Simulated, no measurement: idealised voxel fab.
Process module heading - voxel trench capacitor
We display cut, a cross-section 175 nm in width whose square cells are each 5 nm.
Notation: cross-section as square-cell grid; stated in bands, top first, going down; one or more cell rows per band. Band: top and bottom heights (nm) first, top before bottom; then materials from left to right, widths in nm. "everywhere" marks a sole material filling the band edge to edge. "empty" denotes empty space. For the purposes of this specification, 0 denotes the height below which the wafer in its as-received condition is composed wholly of one material, and the lowermost band, lacking a lower limit, extends downward without end, as expressed in "0 nm and below". With a width like "30->40", each row of cells in the band differs from the next by the same amount, the top row carrying the first number and the bottom row the second. Where the words "no modification" appear for a step, the cross-section shows no cell changed by that step; every cell remained as before. Any empty space of 8 cells or more lacking an open way to the top shows up in "Enclosed internal cavities" as width x height at distance, distance from the left edge, in nm. Read whatever lies past the settings on a step's line as the simulator's own remark about the step. The line of a step may include "overlay nm". On a step with a mask, this value is how far to the right of its planned place the mask lay. A negative value means the mask lay to the left.

-- Listed below are the process steps as planned
1: RECEIVE (material Si)
2: CONFORMAL_DEP (material SiN; thk nm 5)
3: DIRECTIONAL_DEP (material aC; thk nm 15)
4: PATTERN (tone open; mask id TRENCH; material resist; width nm 20; pitch nm 60; thk nm 35; overlay nm 0)
5: DIRECTIONAL_ETCH (etch materials aC; depth nm 15)
6: STRIP (etch materials resist)
7: DIRECTIONAL_ETCH (etch materials SiN; depth nm 5)
8: DIRECTIONAL_ETCH (etch materials Si; depth nm 40)
9: STRIP (etch materials aC)
10: CONFORMAL_DEP (material HfO2; thk nm 5)
11: CONFORMAL_DEP (material TiN; thk nm 5)
12: FILL_DEP (material W; thk nm 5)
13: CMP (height nm 5)
Keep in mind the plan's value for the width nm of step 4 comes from the first wafer; the wafers don't share that setting, but they do share the same starting point.

-- The first of several wafers in cross-section, exactly as it reached us after step 1
    0 nm and below = Si everywhere
    Enclosed internal cavities: none

-- Note: the following table is arranged by wafer, a row apiece. Each row reports the end-of-module state: per material, cells gained (+) or cells lost (-) compared with the wafer as received; closed voids follow
width nm 20, +40 HfO2, -64 Si, +27 SiN, +32 TiN, Enclosed internal cavities: none
width nm 25, +42 HfO2, -80 Si, +25 SiN, +34 TiN, +14 W, Enclosed internal cavities: none
width nm 30, +44 HfO2, -96 Si, +23 SiN, +36 TiN, +28 W, Enclosed internal cavities: none
width nm 35, +46 HfO2, -112 Si, +21 SiN, +38 TiN, +42 W, Enclosed internal cavities: none
width nm 40, +48 HfO2, -128 Si, +19 SiN, +40 TiN, +56 W, Enclosed internal cavities: none
width nm 45, +50 HfO2, -144 Si, +17 SiN, +42 TiN, +70 W, Enclosed internal cavities: none
